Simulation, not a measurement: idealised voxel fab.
The process module that follows is named voxel self aligned contacts.
The width of the displayed cross-section, cut, is 205 nm; its cells are square, with a size of 5 nm.
Cross-section layout: square cells on a grid; listed as bands, top to bottom; a band spans one or more cell rows.
Heights first: top, then bottom, in nm. Then materials, left to right, each with a width in nm. "all across" on a single material: fills the band edge to edge. "blank": empty space.
Where do heights start? At 0: under that level the wafer as delivered is made of one material only. And the lowest band has no floor; it just carries on downward, as in "0 nm and below".
The notation "30..40" denotes a width that varies across the rows of cells in the band, beginning at the first number in the top row, finishing at the second number in the bottom row, and changing by an identical amount from each row to the next.
The designation "all unchanged", where it is given for a processing step, indicates that no cell of the cross-section was altered in the course of that step.
Entrapped voids: empty space of 8 cells or more with no open way to the top, each as width x height at its distance from the left edge, in nm
after a step's settings: what the simulator itself notes on the step
If you see "overlay nm" on a step's line and that step has a mask, it's telling you how far right of where it was planned the mask ended up; a negative number means it went left instead.

# This section lists the process steps that were planned
step 1: op RECEIVE | material Si
step 2: op CONFORMAL_DEP | material SiO2 | thk nm 5
step 3: op DIRECTIONAL_DEP | material polySi | thk nm 20
step 4: op DIRECTIONAL_DEP | material SiN | thk nm 15
step 5: op MASKED_ETCH | tone cover | mask id GATE | width nm 30 | pitch nm 65 | etch materials SiN | depth nm 15 | overlay nm 0
step 6: op MASKED_ETCH | tone cover | mask id GATE | width nm 30 | pitch nm 65 | etch materials polySi | depth nm 20 | overlay nm 0
step 7: op CONFORMAL_DEP | material SiN | thk nm 5
step 8: op DIRECTIONAL_ETCH | etch materials SiN | depth nm 5
step 9: op FILL_DEP | material SiO2 | thk nm 20
step 10: op CMP | height nm 50
step 11: op DIRECTIONAL_DEP | material aC | thk nm 10
step 12: op PATTERN | tone open | mask id CONTACT | material resist | width nm 45 | thk nm 25 | overlay nm 0
step 13: op DIRECTIONAL_ETCH | etch materials aC | depth nm 10
step 14: op STRIP | etch materials resist
step 15: op DIRECTIONAL_ETCH | etch materials SiO2 | depth nm 50
step 16: op STRIP | etch materials aC
step 17: op CONFORMAL_DEP | material TiN | thk nm 5
step 18: op FILL_DEP | material W | thk nm 10
step 19: op CMP | height nm 50
step 20: op CONFORMAL_DEP | material SiN | thk nm 5

# As received (post step 1): cross-section
0 nm and below = Si all across
Entrapped voids: none

# First wafer of two, sectioned at end of module; run went per plan
55 nm to 50 nm = SiN all across
50 nm to 40 nm = SiO2=80 / TiN=5..15 / W=35..15 / TiN=5..15 / SiO2=80
40 nm to 25 nm = SiO2=50 / SiN=40 / TiN=5 / W=15 / TiN=5 / SiN=40 / SiO2=50
25 nm to 5 nm = SiO2=50 / SiN=5 / polySi=30 / SiN=5 / TiN=5 / W=15 / TiN=5 / SiN=5 / polySi=30 / SiN=5 / SiO2=50
5 nm to 0 nm = SiO2=90 / TiN=25 / SiO2=90
0 nm and below = Si all across
Entrapped voids: none

# Second wafer through the module, sectioned at the end: same beginning and same plan as the first wafer, with one mistake in carrying it out
45 nm to 40 nm = SiN all across
40 nm to 25 nm = SiO2=50 / SiN=40 / TiN=5 / W=15 / TiN=5 / SiN=40 / SiO2=50
25 nm to 5 nm = SiO2=50 / SiN=5 / polySi=30 / SiN=5 / TiN=5 / W=15 / TiN=5 / SiN=5 / polySi=30 / SiN=5 / SiO2=50
5 nm to 0 nm = SiO2=90 / TiN=25 / SiO2=90
0 nm and below = Si all across
Entrapped voids: none
Short version of what went wrong: heads up, step 19 didn't go per plan, it actually ran as op CMP | height nm 40
The second wafer ends with more or fewer cells of some materials than the first, per final count: 64 fewer of SiO2 | 8 fewer of TiN | 10 fewer of W
